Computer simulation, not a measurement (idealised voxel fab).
You're looking at the process module voxel self aligned vias.
Pictured: cross-section cut, 175 nm wide, on a grid of 5 nm square cells.
This document writes a cross-section as a grid whose cells are square, and gives it as bands, listed from the top down; one or more rows of cells form a band. For a band, the entry starts with two heights in nm, that of the top and then that of the bottom, and carries on with the band's materials in order from left to right, each alongside its width in nm; the word "full width" beside a single material means it fills the band edge to edge, and "air" means empty space. Ref level 0: as-received wafer is one material below here. Bottom band extends down with no lower bound ("z 0 and below"). Width "30 to 40": first value at the band's top row of cells, second value at its bottom row, equal change from row to row. The cross-section has no changed cell in any step marked "same as before". "Closed void list": empty spaces of 8 cells or more with no open way to the top, each given as width x height at distance, distance from the left edge, all in nm. Read whatever lies past the settings on a step's line as the simulator's own remark about the step. overlay nm: step with mask; distance mask lay right of planned place; negative value = left of planned place.
**The steps planned for the process are as follows**
1 op RECEIVE | material Si
2 op CONFORMAL_DEP | material SiO2 | thk nm 10
3 op CONFORMAL_DEP | material SiCN | thk nm 5
4 op DIRECTIONAL_DEP | material SiO2 | thk nm 25
5 op MASKED_ETCH | tone open | mask id LINES | width nm 25 | pitch nm 55 | etch materials SiO2 | depth nm 25 | overlay nm 0
6 op CONFORMAL_DEP | material TiN | thk nm 5
7 op FILL_DEP | material W | thk nm 5
8 op CMP | height nm 40
9 op SELECTIVE_ETCH | etch materials W Ru TiN | depth nm 5
10 op FILL_DEP | material SiN | thk nm 5
11 op CMP | height nm 40
12 op DIRECTIONAL_DEP | material SiO2 | thk nm 15
13 op DIRECTIONAL_DEP | material aC | thk nm 10
14 op PATTERN | tone open | mask id VIAS | material resist | width nm 35 | pitch nm 55 | thk nm 25 | overlay nm 0
15 op DIRECTIONAL_ETCH | etch materials aC | depth nm 10
16 op STRIP | etch materials resist
17 op DIRECTIONAL_ETCH | etch materials SiO2 | depth nm 15
18 op DIRECTIONAL_ETCH | etch materials SiN | depth nm 5
19 op STRIP | etch materials aC
20 op CONFORMAL_DEP | material TiN | thk nm 5
21 op FILL_DEP | material Ru | thk nm 5
22 op CMP | height nm 55
23 op CONFORMAL_DEP | material SiN | thk nm 5
**Wafer at receipt (post step 1), cross-section**
	z 0 and below | Si full width
	Closed void list: none
**First of two wafers, end-of-module section, run followed plan**
	z 60 to 55 | SiN full width
	z 55 to 45 | SiO2=40 / TiN=5 / Ru=25 / TiN=5 / SiO2=20 / TiN=5 / Ru=25 / TiN=5 / SiO2=45
	z 45 to 40 | SiO2=40 / TiN=10 / Ru=15 / TiN=10 / SiO2=20 / TiN=10 / Ru=15 / TiN=10 / SiO2=45
	z 40 to 35 | SiO2=45 / TiN=25 / SiO2=30 / TiN=25 / SiO2=50
	z 35 to 20 | SiO2=45 / TiN=5 / W=15 / TiN=5 / SiO2=30 / TiN=5 / W=15 / TiN=5 / SiO2=50
	z 20 to 15 | SiO2=45 / TiN=25 / SiO2=30 / TiN=25 / SiO2=50
	z 15 to 10 | SiCN full width
	z 10 to 0 | SiO2 full width
	z 0 and below | Si full width
	Closed void list: none
**What the second wafer looks like in cross-section once the module is done. Its start and its plan matched the first wafer's exactly; what differed was one mistake in how it was run**
	z 55 to 50 | SiN full width
	z 50 to 40 | SiO2=40 / TiN=5 to 10 / Ru=25 to 15 / TiN=5 to 10 / SiO2=20 / TiN=5 to 10 / Ru=25 to 15 / TiN=5 to 10 / SiO2=45
	z 40 to 35 | SiO2=45 / TiN=25 / SiO2=30 / TiN=25 / SiO2=50
	z 35 to 20 | SiO2=45 / TiN=5 / W=15 / TiN=5 / SiO2=30 / TiN=5 / W=15 / TiN=5 / SiO2=50
	z 20 to 15 | SiO2=45 / TiN=25 / SiO2=30 / TiN=25 / SiO2=50
	z 15 to 10 | SiCN full width
	z 10 to 0 | SiO2 full width
	z 0 and below | Si full width
	Closed void list: none
What was the processing mistake? the process deviated at step 22: the operation and settings actually run there were op CMP | height nm 50
Count the cells at the end and the second wafer has more or fewer of some materials than the first: -10 Ru; -21 SiO2; -4 TiN
